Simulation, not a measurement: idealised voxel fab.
Process module in this document: voxel spacer lines
Square cell edge 5 nm, section width 160 nm, ID cut.
Cross-section = grid of square cells, listed top down in bands; band = one or more rows.
A band entry consists of two parts. The first gives the height of the band's top and the height of its bottom, in nm. The rest lists the band's materials from left to right, each with its width in nm. A single material labelled with the word "throughout" fills the band from edge to edge, and the word "empty" marks empty space.
Height 0 is the level under which the wafer as received is all one material. The lowest band goes on downwards, as in "from 0 down".
Note: "30..40" means the width goes from the first number (top row of the band) to the second number (bottom row) in equal steps per row of cells.
Reading "everything unchanged" for a step: not a cell of the cross-section changed in it.
"Cavities, sealed" specifies each empty space that is not open to the top and that occupies no fewer than 8 cells, using the form width x height at distance, the distance measured from the left edge and all three quantities in nm.
On each step's line, the part that comes after the settings is the simulator's own comment on the step.
overlay nm: right-of-plan distance of the mask on a masked step; negative values mean left-of-plan.

[Steps planned for the process]
| 1 | RECEIVE,material Si |
| 2 | CONFORMAL_DEP,material Al2O3,thk nm 5 |
| 3 | DIRECTIONAL_DEP,material TiN,thk nm 15 |
| 4 | DIRECTIONAL_DEP,material polySi,thk nm 20 |
| 5 | PATTERN,tone cover,mask id MANDREL,material resist,width nm 25,pitch nm 80,thk nm 30,overlay nm 0 |
| 6 | DIRECTIONAL_ETCH,etch materials polySi,depth nm 20 |
| 7 | STRIP,etch materials resist |
| 8 | CONFORMAL_DEP,material SiO2,thk nm 15 |
| 9 | DIRECTIONAL_ETCH,etch materials SiO2,depth nm 15 |
| 10 | STRIP,etch materials polySi |
| 11 | DIRECTIONAL_ETCH,etch materials TiN,depth nm 15 |
| 12 | STRIP,etch materials SiO2 |
| 13 | FILL_DEP,material lowk,thk nm 10 |
| 14 | CMP,height nm 20 |

[Wafer cross-section on receipt, i.e. after step 1]
	from 0 down  Si throughout
	Cavities, sealed: none

[Post-module cross-section of the first of two wafers (run per plan)]
	from 20 to 5  10 nm lowk  15 nm TiN  25 nm lowk  15 nm TiN  25 nm lowk  15 nm TiN  25 nm lowk  15 nm TiN  15 nm lowk
	from 5 to 0  Al2O3 throughout
	from 0 down  Si throughout
	Cavities, sealed: none

[Wafer two cross-section, module end. Start and plan unchanged from wafer one; one mistake made during the run]
	from 20 to 15  10 nm lowk  15 nm TiN  25 nm lowk  15 nm TiN  25 nm lowk  15 nm TiN  25 nm lowk  15 nm TiN  15 nm lowk
	from 15 to 0  Al2O3 throughout
	from 0 down  Si throughout
	Cavities, sealed: none
Deviation from plan: step 2 was run on a setting that differed from the plan, and what really ran there is CONFORMAL_DEP,material Al2O3,thk nm 15
Final difference in cells, second wafer against first, listed per material as more or fewer: 64 more of Al2O3 | 24 fewer of TiN | 40 fewer of lowk
